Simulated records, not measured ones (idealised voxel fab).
The process module that follows is named voxel gate over fins.
We display cut, a cross-section 265 nm in width whose square cells are each 5 nm.
Reading order for cross-sections: top band down to bottom band. Underlying form: a grid of square cells. Band size: one or more rows of cells.
Band entry format. Leading values: height of top, height of bottom, nm. Remainder: materials in left-to-right order, each with its width in nm. Special words: "everywhere" on a single material, which then fills the band edge to edge; "empty", empty space.
Ref level 0: as-received wafer is one material below here. Bottom band extends down with no lower bound ("0 -> down").
Width "30->40": first value at the band's top row of cells, second value at its bottom row, equal change from row to row.
Take "nothing was modified" at face value: in the step it is given for, the cross-section changed in none of its cells.
Basically, "Fully sealed voids" tells you about the enclosed voids: empty spaces with no open way to the top, 8 cells or bigger, each written width x height at distance, where distance is from the left edge, all in nm.
Past the settings on a step's line: simulator remark, on that step.
overlay nm: on a step with a mask, how far right of its planned place the mask lay; negative means left.

Planned step list for the process
1) RECEIVE (material Si)
2) CONFORMAL_DEP (material SiN; thk nm 5)
3) MASKED_ETCH (tone cover; mask id FINS; width nm 15; pitch nm 50; etch materials SiN; depth nm 5; overlay nm 0)
4) MASKED_ETCH (tone cover; mask id FINS; width nm 15; pitch nm 50; etch materials Si; depth nm 35; overlay nm 0)
5) FILL_DEP (material SiO2; thk nm 5)
6) CMP (height nm 5)
7) DIRECTIONAL_DEP (material aC; thk nm 15)
8) PATTERN (tone open; mask id RAIL; material resist; width nm 15; thk nm 35; overlay nm 0)
9) DIRECTIONAL_ETCH (etch materials aC; depth nm 15)
10) STRIP (etch materials resist)
11) DIRECTIONAL_ETCH (etch materials SiO2; depth nm 35)
12) STRIP (etch materials aC)
13) CONFORMAL_DEP (material TiN; thk nm 5)
14) FILL_DEP (material W; thk nm 5)
15) CMP (height nm 5)
16) SELECTIVE_ETCH (etch materials W Ru TiN; depth nm 30)
17) FILL_DEP (material SiO2; thk nm 5)
18) CMP (height nm 5)
19) SELECTIVE_ETCH (etch materials SiO2; depth nm 20)
20) STRIP (etch materials SiN)
21) CONFORMAL_DEP (material HfO2; thk nm 5)
22) CONFORMAL_DEP (material TiN; thk nm 5)
23) FILL_DEP (material W; thk nm 15)
24) CMP (height nm 20)
25) CONFORMAL_DEP (material SiN; thk nm 10)

first wafer, as planned

Step 1 complete: cross-section of the wafer as received
> 0 -> down  Si everywhere
> Fully sealed voids: none

Take a look at the wafer's cross-section after step 2
> 5 -> 0  SiN everywhere
> below 0: unchanged

Take a look at the wafer's cross-section after step 3
> 5 -> 0  75 empty, 15 SiN, 35 empty, 15 SiN, 35 empty, 15 SiN, 75 empty
> below 0: unchanged

Take a look at the wafer's cross-section after step 4
> 5 -> 0  75 empty, 15 SiN, 35 empty, 15 SiN, 35 empty, 15 SiN, 75 empty
> 0 -> -35  75 empty, 15 Si, 35 empty, 15 Si, 35 empty, 15 Si, 75 empty
> below -35: unchanged

Take a look at the wafer's cross-section after step 5
> 10 -> 5  SiO2 everywhere
> 5 -> 0  75 SiO2, 15 SiN, 35 SiO2, 15 SiN, 35 SiO2, 15 SiN, 75 SiO2
> 0 -> -35  75 SiO2, 15 Si, 35 SiO2, 15 Si, 35 SiO2, 15 Si, 75 SiO2
> below -35: unchanged

Take a look at the wafer's cross-section after step 6
> 5 -> 0  75 SiO2, 15 SiN, 35 SiO2, 15 SiN, 35 SiO2, 15 SiN, 75 SiO2
> below 0: unchanged

Take a look at the wafer's cross-section after step 7
> 20 -> 5  aC everywhere
> below 5: unchanged

Take a look at the wafer's cross-section after step 8
> 55 -> 20  100 resist, 15 empty, 150 resist
> below 20: unchanged

Take a look at the wafer's cross-section after step 9
> 40 -> 20  100 resist, 15 empty, 150 resist
> 20 -> 5  100 aC, 15 empty, 150 aC
> below 5: unchanged

Take a look at the wafer's cross-section after step 10
> 20 -> 5  100 aC, 15 empty, 150 aC
> below 5: unchanged

Take a look at the wafer's cross-section after step 11
> 20 -> 5  100 aC, 15 empty, 150 aC
> 5 -> 0  75 SiO2, 15 SiN, 10 SiO2, 15 empty, 10 SiO2, 15 SiN, 35 SiO2, 15 SiN, 75 SiO2
> 0 -> -30  75 SiO2, 15 Si, 10 SiO2, 15 empty, 10 SiO2, 15 Si, 35 SiO2, 15 Si, 75 SiO2
> below -30: unchanged

Take a look at the wafer's cross-section after step 12
> 5 -> 0  75 SiO2, 15 SiN, 10 SiO2, 15 empty, 10 SiO2, 15 SiN, 35 SiO2, 15 SiN, 75 SiO2
> below 0: unchanged

Take a look at the wafer's cross-section after step 13
> 10 -> 5  105 TiN, 5 empty, 155 TiN
> 5 -> 0  75 SiO2, 15 SiN, 10 SiO2, 5 TiN, 5 empty, 5 TiN, 10 SiO2, 15 SiN, 35 SiO2, 15 SiN, 75 SiO2
> 0 -> -25  75 SiO2, 15 Si, 10 SiO2, 5 TiN, 5 empty, 5 TiN, 10 SiO2, 15 Si, 35 SiO2, 15 Si, 75 SiO2
> -25 -> -30  75 SiO2, 15 Si, 10 SiO2, 15 TiN, 10 SiO2, 15 Si, 35 SiO2, 15 Si, 75 SiO2
> below -30: unchanged

Take a look at the wafer's cross-section after step 14
> 15 -> 10  W everywhere
> 10 -> 5  105 TiN, 5 W, 155 TiN
> 5 -> 0  75 SiO2, 15 SiN, 10 SiO2, 5 TiN, 5 W, 5 TiN, 10 SiO2, 15 SiN, 35 SiO2, 15 SiN, 75 SiO2
> 0 -> -25  75 SiO2, 15 Si, 10 SiO2, 5 TiN, 5 W, 5 TiN, 10 SiO2, 15 Si, 35 SiO2, 15 Si, 75 SiO2
> below -25: unchanged

Take a look at the wafer's cross-section after step 15
> 5 -> 0  75 SiO2, 15 SiN, 10 SiO2, 5 TiN, 5 W, 5 TiN, 10 SiO2, 15 SiN, 35 SiO2, 15 SiN, 75 SiO2
> below 0: unchanged

Take a look at the wafer's cross-section after step 16
> 5 -> 0  75 SiO2, 15 SiN, 10 SiO2, 15 empty, 10 SiO2, 15 SiN, 35 SiO2, 15 SiN, 75 SiO2
> 0 -> -25  75 SiO2, 15 Si, 10 SiO2, 15 empty, 10 SiO2, 15 Si, 35 SiO2, 15 Si, 75 SiO2
> below -25: unchanged

Take a look at the wafer's cross-section after step 17
> 10 -> 5  SiO2 everywhere
> 5 -> 0  75 SiO2, 15 SiN, 35 SiO2, 15 SiN, 35 SiO2, 15 SiN, 75 SiO2
> 0 -> -25  75 SiO2, 15 Si, 35 SiO2, 15 Si, 35 SiO2, 15 Si, 75 SiO2
> below -25: unchanged

Take a look at the wafer's cross-section after step 18
> 5 -> 0  75 SiO2, 15 SiN, 35 SiO2, 15 SiN, 35 SiO2, 15 SiN, 75 SiO2
> below 0: unchanged

Take a look at the wafer's cross-section after step 19
> 5 -> 0  75 empty, 15 SiN, 35 empty, 15 SiN, 35 empty, 15 SiN, 75 empty
> 0 -> -15  75 empty, 15 Si, 35 empty, 15 Si, 35 empty, 15 Si, 75 empty
> below -15: unchanged

Take a look at the wafer's cross-section after step 20
> 0 -> -15  75 empty, 15 Si, 35 empty, 15 Si, 35 empty, 15 Si, 75 empty
> below -15: unchanged

Take a look at the wafer's cross-section after step 21
> 5 -> 0  70 empty, 25 HfO2, 25 empty, 25 HfO2, 25 empty, 25 HfO2, 70 empty
> 0 -> -10  70 empty, 5 HfO2, 15 Si, 5 HfO2, 25 empty, 5 HfO2, 15 Si, 5 HfO2, 25 empty, 5 HfO2, 15 Si, 5 HfO2, 70 empty
> -10 -> -15  75 HfO2, 15 Si, 35 HfO2, 15 Si, 35 HfO2, 15 Si, 75 HfO2
> below -15: unchanged

Take a look at the wafer's cross-section after step 22
> 10 -> 5  65 empty, 35 TiN, 15 empty, 35 TiN, 15 empty, 35 TiN, 65 empty
> 5 -> 0  65 empty, 5 TiN, 25 HfO2, 5 TiN, 15 empty, 5 TiN, 25 HfO2, 5 TiN, 15 empty, 5 TiN, 25 HfO2, 5 TiN, 65 empty
> 0 -> -5  65 empty, 5 TiN, 5 HfO2, 15 Si, 5 HfO2, 5 TiN, 15 empty, 5 TiN, 5 HfO2, 15 Si, 5 HfO2, 5 TiN, 15 empty, 5 TiN, 5 HfO2, 15 Si, 5 HfO2, 5 TiN, 65 empty
> -5 -> -10  70 TiN, 5 HfO2, 15 Si, 5 HfO2, 25 TiN, 5 HfO2, 15 Si, 5 HfO2, 25 TiN, 5 HfO2, 15 Si, 5 HfO2, 70 TiN
> below -10: unchanged

Take a look at the wafer's cross-section after step 23
> 25 -> 10  W everywhere
> 10 -> 5  65 W, 35 TiN, 15 W, 35 TiN, 15 W, 35 TiN, 65 W
> 5 -> 0  65 W, 5 TiN, 25 HfO2, 5 TiN, 15 W, 5 TiN, 25 HfO2, 5 TiN, 15 W, 5 TiN, 25 HfO2, 5 TiN, 65 W
> 0 -> -5  65 W, 5 TiN, 5 HfO2, 15 Si, 5 HfO2, 5 TiN, 15 W, 5 TiN, 5 HfO2, 15 Si, 5 HfO2, 5 TiN, 15 W, 5 TiN, 5 HfO2, 15 Si, 5 HfO2, 5 TiN, 65 W
> below -5: unchanged

Take a look at the wafer's cross-section after step 24
> 20 -> 10  W everywhere
> below 10: unchanged

Take a look at the wafer's cross-section after step 25
> 30 -> 20  SiN everywhere
> below 20: unchanged

For the second wafer, take the first wafer's start and plan, then add one mistake made in running it; everything through step 7, that step included, is shared with the first

What the second wafer looks like in cross-section when step 8 should have wrapped up
> 55 -> 20  100 empty, 15 resist, 150 empty
> below 20: unchanged

What the second wafer looks like in cross-section when step 9 should have wrapped up
> 40 -> 20  100 empty, 15 resist, 150 empty
> 20 -> 5  100 empty, 15 aC, 150 empty
> below 5: unchanged

What the second wafer looks like in cross-section when step 10 should have wrapped up
> 20 -> 5  100 empty, 15 aC, 150 empty
> below 5: unchanged

What the second wafer looks like in cross-section when step 11 should have wrapped up
> 20 -> 5  100 empty, 15 aC, 150 empty
> 5 -> 0  75 empty, 15 SiN, 10 empty, 15 SiO2, 10 empty, 15 SiN, 35 empty, 15 SiN, 75 empty
> 0 -> -30  75 empty, 15 Si, 10 empty, 15 SiO2, 10 empty, 15 Si, 35 empty, 15 Si, 75 empty
> below -30: unchanged

What the second wafer looks like in cross-section when step 12 should have wrapped up
> 5 -> 0  75 empty, 15 SiN, 10 empty, 15 SiO2, 10 empty, 15 SiN, 35 empty, 15 SiN, 75 empty
> below 0: unchanged

What the second wafer looks like in cross-section when step 13 should have wrapped up
> 10 -> 5  70 empty, 75 TiN, 25 empty, 25 TiN, 70 empty
> 5 -> 0  70 empty, 5 TiN, 15 SiN, 10 TiN, 15 SiO2, 10 TiN, 15 SiN, 5 TiN, 25 empty, 5 TiN, 15 SiN, 5 TiN, 70 empty
> 0 -> -25  70 empty, 5 TiN, 15 Si, 10 TiN, 15 SiO2, 10 TiN, 15 Si, 5 TiN, 25 empty, 5 TiN, 15 Si, 5 TiN, 70 empty
> -25 -> -30  75 TiN, 15 Si, 10 TiN, 15 SiO2, 10 TiN, 15 Si, 35 TiN, 15 Si, 75 TiN
> below -30: unchanged

What the second wafer looks like in cross-section when step 14 should have wrapped up
> 15 -> 10  W everywhere
> 10 -> 5  70 W, 75 TiN, 25 W, 25 TiN, 70 W
> 5 -> 0  70 W, 5 TiN, 15 SiN, 10 TiN, 15 SiO2, 10 TiN, 15 SiN, 5 TiN, 25 W, 5 TiN, 15 SiN, 5 TiN, 70 W
> 0 -> -25  70 W, 5 TiN, 15 Si, 10 TiN, 15 SiO2, 10 TiN, 15 Si, 5 TiN, 25 W, 5 TiN, 15 Si, 5 TiN, 70 W
> below -25: unchanged

What the second wafer looks like in cross-section when step 15 should have wrapped up
> 5 -> 0  70 W, 5 TiN, 15 SiN, 10 TiN, 15 SiO2, 10 TiN, 15 SiN, 5 TiN, 25 W, 5 TiN, 15 SiN, 5 TiN, 70 W
> below 0: unchanged

What the second wafer looks like in cross-section when step 16 should have wrapped up
> 5 -> 0  75 empty, 15 SiN, 10 empty, 15 SiO2, 10 empty, 15 SiN, 35 empty, 15 SiN, 75 empty
> 0 -> -25  75 empty, 15 Si, 10 empty, 15 SiO2, 10 empty, 15 Si, 35 empty, 15 Si, 75 empty
> below -25: unchanged

What the second wafer looks like in cross-section when step 17 should have wrapped up
> 10 -> 5  SiO2 everywhere
> 5 -> 0  75 SiO2, 15 SiN, 35 SiO2, 15 SiN, 35 SiO2, 15 SiN, 75 SiO2
> 0 -> -25  75 SiO2, 15 Si, 35 SiO2, 15 Si, 35 SiO2, 15 Si, 75 SiO2
> below -25: unchanged

What the second wafer looks like in cross-section when step 18 should have wrapped up
> 5 -> 0  75 SiO2, 15 SiN, 35 SiO2, 15 SiN, 35 SiO2, 15 SiN, 75 SiO2
> below 0: unchanged

What the second wafer looks like in cross-section when step 19 should have wrapped up
> 5 -> 0  75 empty, 15 SiN, 35 empty, 15 SiN, 35 empty, 15 SiN, 75 empty
> 0 -> -15  75 empty, 15 Si, 35 empty, 15 Si, 35 empty, 15 Si, 75 empty
> below -15: unchanged

What the second wafer looks like in cross-section when step 20 should have wrapped up
> 0 -> -15  75 empty, 15 Si, 35 empty, 15 Si, 35 empty, 15 Si, 75 empty
> below -15: unchanged

What the second wafer looks like in cross-section when step 21 should have wrapped up
> 5 -> 0  70 empty, 25 HfO2, 25 empty, 25 HfO2, 25 empty, 25 HfO2, 70 empty
> 0 -> -10  70 empty, 5 HfO2, 15 Si, 5 HfO2, 25 empty, 5 HfO2, 15 Si, 5 HfO2, 25 empty, 5 HfO2, 15 Si, 5 HfO2, 70 empty
> -10 -> -15  75 HfO2, 15 Si, 35 HfO2, 15 Si, 35 HfO2, 15 Si, 75 HfO2
> below -15: unchanged

What the second wafer looks like in cross-section when step 22 should have wrapped up
> 10 -> 5  65 empty, 35 TiN, 15 empty, 35 TiN, 15 empty, 35 TiN, 65 empty
> 5 -> 0  65 empty, 5 TiN, 25 HfO2, 5 TiN, 15 empty, 5 TiN, 25 HfO2, 5 TiN, 15 empty, 5 TiN, 25 HfO2, 5 TiN, 65 empty
> 0 -> -5  65 empty, 5 TiN, 5 HfO2, 15 Si, 5 HfO2, 5 TiN, 15 empty, 5 TiN, 5 HfO2, 15 Si, 5 HfO2, 5 TiN, 15 empty, 5 TiN, 5 HfO2, 15 Si, 5 HfO2, 5 TiN, 65 empty
> -5 -> -10  70 TiN, 5 HfO2, 15 Si, 5 HfO2, 25 TiN, 5 HfO2, 15 Si, 5 HfO2, 25 TiN, 5 HfO2, 15 Si, 5 HfO2, 70 TiN
> below -10: unchanged

What the second wafer looks like in cross-section when step 23 should have wrapped up
> 25 -> 10  W everywhere
> 10 -> 5  65 W, 35 TiN, 15 W, 35 TiN, 15 W, 35 TiN, 65 W
> 5 -> 0  65 W, 5 TiN, 25 HfO2, 5 TiN, 15 W, 5 TiN, 25 HfO2, 5 TiN, 15 W, 5 TiN, 25 HfO2, 5 TiN, 65 W
> 0 -> -5  65 W, 5 TiN, 5 HfO2, 15 Si, 5 HfO2, 5 TiN, 15 W, 5 TiN, 5 HfO2, 15 Si, 5 HfO2, 5 TiN, 15 W, 5 TiN, 5 HfO2, 15 Si, 5 HfO2, 5 TiN, 65 W
> below -5: unchanged

What the second wafer looks like in cross-section when step 24 should have wrapped up
> 20 -> 10  W everywhere
> below 10: unchanged

What the second wafer looks like in cross-section when step 25 should have wrapped up
> 30 -> 20  SiN everywhere
> below 20: unchanged
Heads up, the wafer didn't run the way we planned it: planned and actual differ for step 8; actual: PATTERN (tone cover; mask id RAIL; material resist; width nm 15; thk nm 35; overlay nm 0)
Final tally in cells, some materials are higher or lower on the second wafer than on the first: SiO2 -38, TiN +38
